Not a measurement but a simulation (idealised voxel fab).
process module | voxel wiring stack
cross-section cut | 275 nm wide | cells 5 nm
A cross-section is a grid of square cells, given in bands from the top down. A band is one or more rows of cells.
Each band's line starts with the height of the band's top and of its bottom, in nm. Then come its materials from left to right, each with its width in nm. One material with "throughout" fills the band from edge to edge. "air" is empty space.
Height 0 is the level under which the wafer as received is all one material. The lowest band goes on downwards, as in "0 down".
A width such as "30 to 40" changes by the same amount from each row of cells to the next, from the band's top row to its bottom row.
"no change" after a step means that no cell of the cross-section changed.
closed voids: empty space of 8 cells or more with no open way to the top, each as width x height at its distance from the left edge, in nm
after a step's settings: what the simulator itself notes on the step
overlay nm, on a step with a mask: how far to the right of its planned place the mask lay; to the left if negative
plan
1 op RECEIVE | material Si
2 op CONFORMAL_DEP | material SiO2 | thk nm 15
3 op DIRECTIONAL_DEP | material TiN | thk nm 5
4 op DIRECTIONAL_DEP | material Ru | thk nm 25
5 op PATTERN | tone cover | mask id METAL_1 | material resist | width nm 25 | pitch nm 40 | thk nm 20 | overlay nm 0
6 op DIRECTIONAL_ETCH | etch materials Ru | depth nm 25
7 op DIRECTIONAL_ETCH | etch materials TiN | depth nm 5
8 op STRIP | etch materials resist
9 op FILL_DEP | material lowk | thk nm 10
10 op CMP | height nm 45
11 op CONFORMAL_DEP | material SiCN | thk nm 5
12 op DIRECTIONAL_DEP | material SiO2 | thk nm 30
13 op DIRECTIONAL_DEP | material aC | thk nm 10
14 op PATTERN | tone open | mask id METAL_2 | material resist | width nm 25 | pitch nm 40 | thk nm 30 | overlay nm -15
15 op DIRECTIONAL_ETCH | etch materials aC | depth nm 10
16 op STRIP | etch materials resist
17 op DIRECTIONAL_ETCH | etch materials SiO2 | depth nm 20
18 op STRIP | etch materials aC
19 op DIRECTIONAL_DEP | material aC | thk nm 15
20 op PATTERN | tone open | mask id METAL_2_HOLES | material resist | width nm 15 | pitch nm 80 | thk nm 35 | overlay nm 0
21 op DIRECTIONAL_ETCH | etch materials aC | depth nm 15
22 op STRIP | etch materials resist
23 op DIRECTIONAL_ETCH | etch materials SiO2 | depth nm 10
24 op DIRECTIONAL_ETCH | etch materials SiCN | depth nm 5
25 op STRIP | etch materials aC
26 op CONFORMAL_DEP | material TiN | thk nm 5
27 op FILL_DEP | material Cu | thk nm 10
28 op CMP | height nm 80
29 op CONFORMAL_DEP | material SiCN | thk nm 5
30 op DIRECTIONAL_DEP | material SiO2 | thk nm 30
31 op PATTERN | tone open | mask id METAL_3 | material resist | width nm 25 | pitch nm 40 | thk nm 15 | overlay nm 0
32 op DIRECTIONAL_ETCH | etch materials SiO2 | depth nm 20
33 op STRIP | etch materials resist
34 op DIRECTIONAL_DEP | material aC | thk nm 10
35 op PATTERN | tone open | mask id METAL_3_HOLES | material resist | width nm 15 | pitch nm 80 | thk nm 25 | overlay nm 0
36 op DIRECTIONAL_ETCH | etch materials aC | depth nm 10
37 op STRIP | etch materials resist
38 op DIRECTIONAL_ETCH | etch materials SiO2 | depth nm 10
39 op DIRECTIONAL_ETCH | etch materials SiCN | depth nm 5
40 op STRIP | etch materials aC
41 op CONFORMAL_DEP | material TiN | thk nm 5
42 op FILL_DEP | material Ru | thk nm 5
43 op CMP | height nm 115
44 op CONFORMAL_DEP | material SiCN | thk nm 5
45 op DIRECTIONAL_DEP | material SiO2 | thk nm 30
46 op PATTERN | tone open | mask id METAL_4_HOLES | material resist | width nm 15 | pitch nm 40 | thk nm 20 | overlay nm 0
47 op DIRECTIONAL_ETCH | etch materials SiO2 | depth nm 30
48 op STRIP | etch materials resist
49 op PATTERN | tone open | mask id METAL_4 | material resist | width nm 25 | pitch nm 40 | thk nm 20 | overlay nm 0
50 op DIRECTIONAL_ETCH | etch materials SiO2 | depth nm 20
51 op DIRECTIONAL_ETCH | etch materials SiCN | depth nm 5
52 op STRIP | etch materials resist
53 op CONFORMAL_DEP | material TiN | thk nm 5
54 op FILL_DEP | material Cu | thk nm 5
55 op CMP | height nm 150
56 op CONFORMAL_DEP | material SiCN | thk nm 5
varied across the wafers: overlay nm of step 14. The plan shows the first wafer's value. All wafers start alike
first wafer as received, after step 1
  0 down: Si throughout
  closed voids: none
each wafer at the end: cells of each material gained (+) or lost (-) since it was received, then its closed voids
overlay nm -15 | +65 Cu | +108 Ru | +201 SiCN | +933 SiO2 | +158 TiN | +240 lowk | closed voids: none
overlay nm -10 | +69 Cu | +108 Ru | +199 SiCN | +933 SiO2 | +156 TiN | +240 lowk | closed voids: none
overlay nm -5 | +69 Cu | +108 Ru | +199 SiCN | +933 SiO2 | +156 TiN | +240 lowk | closed voids: none
overlay nm 0 | +69 Cu | +108 Ru | +199 SiCN | +933 SiO2 | +156 TiN | +240 lowk | closed voids: none
overlay nm 5 | +65 Cu | +108 Ru | +201 SiCN | +933 SiO2 | +158 TiN | +240 lowk | closed voids: none
overlay nm 10 | +67 Cu | +108 Ru | +203 SiCN | +933 SiO2 | +154 TiN | +240 lowk | closed voids: none
overlay nm 15 | +71 Cu | +108 Ru | +205 SiCN | +933 SiO2 | +148 TiN | +240 lowk | closed voids: none
